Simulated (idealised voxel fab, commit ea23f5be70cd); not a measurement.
Module name: voxel wiring stack (process module)
Section cut is 265 nm wide and gridded with 5 nm square cells.
Square cells in a grid make up a cross-section in this document, and the grid is given as bands, listed from the top down, each one or more rows of cells. This entry defines a band. It first specifies the height of the band's top and the height of its bottom in nm, and then specifies the band's materials from left to right, stating each material with its width in nm. The word "edge to edge" identifies a single material that fills the band from edge to edge, while the word "blank" identifies empty space. Heights from 0 (as-received wafer is one material below). Bottom band endless downward, as "z 0 and below". When a width is written as two numbers, as in "30->40", the first number is the width in the top row of cells of the band and the second is the width in its bottom row, and the width changes by the same amount from each row to the next. Step note "no modifications" = no cross-section cell changed. "Closed void entries" - sealed voids, min. 8 cells, no opening to top; format: width x height at distance (distance from left edge; nm throughout). Formally, on a step line, whatever follows the settings is a remark that the simulator itself makes on the step. overlay nm: mask right of planned place by this much (step with mask). Neg. = left.
## This section lists the process steps that were planned
| 1 | RECEIVE | material Si |
| 2 | CONFORMAL_DEP | material SiO2 | thk nm 15 |
| 3 | DIRECTIONAL_DEP | material TiN | thk nm 5 |
| 4 | DIRECTIONAL_DEP | material Ru | thk nm 25 |
| 5 | MASKED_ETCH | tone cover | mask id METAL_1 | width nm 20 | pitch nm 35 | etch materials Ru | depth nm 25 | overlay nm 0 |
| 6 | MASKED_ETCH | tone cover | mask id METAL_1 | width nm 20 | pitch nm 35 | etch materials TiN | depth nm 5 | overlay nm 0 |
| 7 | CONFORMAL_DEP | material SiCN | thk nm 5 |
| 8 | FILL_DEP | material lowk | thk nm 5 |
| 9 | CMP | height nm 45 |
| 10 | CONFORMAL_DEP | material SiCN | thk nm 5 |
| 11 | DIRECTIONAL_DEP | material SiO2 | thk nm 30 |
| 12 | MASKED_ETCH | tone open | mask id METAL_2 | width nm 20 | pitch nm 35 | etch materials SiO2 | depth nm 15 | overlay nm 0 |
| 13 | DIRECTIONAL_DEP | material aC | thk nm 10 |
| 14 | PATTERN | tone open | mask id METAL_2_HOLES | material resist | width nm 15 | pitch nm 70 | thk nm 25 | overlay nm 0 |
| 15 | DIRECTIONAL_ETCH | etch materials aC | depth nm 10 |
| 16 | STRIP | etch materials resist |
| 17 | DIRECTIONAL_ETCH | etch materials SiO2 | depth nm 15 |
| 18 | DIRECTIONAL_ETCH | etch materials SiCN | depth nm 5 |
| 19 | STRIP | etch materials aC |
| 20 | CONFORMAL_DEP | material TiN | thk nm 5 |
| 21 | FILL_DEP | material Ru | thk nm 10 |
| 22 | CMP | height nm 80 |
| 23 | CONFORMAL_DEP | material SiCN | thk nm 5 |
| 24 | DIRECTIONAL_DEP | material lowk | thk nm 15 |
| 25 | MASKED_ETCH | tone open | mask id PLUG_2 | width nm 15 | pitch nm 35 | etch materials lowk | depth nm 15 | overlay nm 0 |
| 26 | MASKED_ETCH | tone open | mask id PLUG_2 | width nm 15 | pitch nm 35 | etch materials SiCN | depth nm 5 | overlay nm 0 |
| 27 | CONFORMAL_DEP | material TiN | thk nm 5 |
| 28 | FILL_DEP | material Cu | thk nm 10 |
| 29 | CMP | height nm 100 |
| 30 | DIRECTIONAL_DEP | material TiN | thk nm 5 |
| 31 | DIRECTIONAL_DEP | material W | thk nm 15 |
| 32 | DIRECTIONAL_DEP | material aC | thk nm 15 |
| 33 | PATTERN | tone cover | mask id METAL_3 | material resist | width nm 20 | pitch nm 35 | thk nm 35 | overlay nm 0 |
| 34 | DIRECTIONAL_ETCH | etch materials aC | depth nm 15 |
| 35 | STRIP | etch materials resist |
| 36 | DIRECTIONAL_ETCH | etch materials W | depth nm 15 |
| 37 | DIRECTIONAL_ETCH | etch materials TiN | depth nm 5 |
| 38 | STRIP | etch materials aC |
| 39 | CONFORMAL_DEP | material SiCN | thk nm 5 |
| 40 | FILL_DEP | material SiO2 | thk nm 10 |
| 41 | CMP | height nm 120 |
| 42 | CONFORMAL_DEP | material SiN | thk nm 5 |
## Received-state cross-section, reflecting completion of step 1
> z 0 and below: Si edge to edge
> Closed void entries: none
## One mistake in running the module, otherwise start and plan as above: cross-section at the end
> z 125 to 120: SiN edge to edge
> z 120 to 105: 80 SiO2, 5 SiCN, 20 W, 5 SiCN, 5 SiO2, 5 SiCN, 20 W, 5 SiCN, 5 SiO2, 5 SiCN, 20 W, 5 SiCN, 85 SiO2
> z 105 to 100: 85 SiCN, 20 TiN, 15 SiCN, 20 TiN, 15 SiCN, 20 TiN, 90 SiCN
> z 100 to 85: 85 lowk, 5 TiN, 5 Cu, 5 TiN, 20 lowk, 5 TiN, 5 Cu, 5 TiN, 20 lowk, 5 TiN, 5 Cu, 5 TiN, 95 lowk
> z 85 to 80: 85 SiCN, 15 TiN, 20 SiCN, 15 TiN, 20 SiCN, 15 TiN, 95 SiCN
> z 80 to 70: 85 SiO2, 5 TiN, 10 Ru, 5 TiN, 15 SiO2, 5 TiN, 10 Ru, 5 TiN, 15 SiO2, 5 TiN, 10 Ru, 5 TiN, 90 SiO2
> z 70 to 65: 85 SiO2, 5 TiN, 5 Ru, 10 TiN, 15 SiO2, 20 TiN, 15 SiO2, 5 TiN, 5 Ru, 10 TiN, 90 SiO2
> z 65 to 50: 85 SiO2, 5 TiN, 5 Ru, 5 TiN, 55 SiO2, 5 TiN, 5 Ru, 5 TiN, 95 SiO2
> z 50 to 45: 85 SiCN, 15 TiN, 55 SiCN, 15 TiN, 95 SiCN
> z 45 to 20: 80 lowk, 5 TiN, 20 Ru, 5 TiN, 5 lowk, 5 TiN, 20 Ru, 5 TiN, 5 lowk, 5 TiN, 20 Ru, 5 TiN, 85 lowk
> z 20 to 15: TiN edge to edge
> z 15 to 0: SiO2 edge to edge
> z 0 and below: Si edge to edge
> Closed void entries: none
So what did we get wrong on this run? rather than as planned, step 7 actually ran as CONFORMAL_DEP | material TiN | thk nm 5
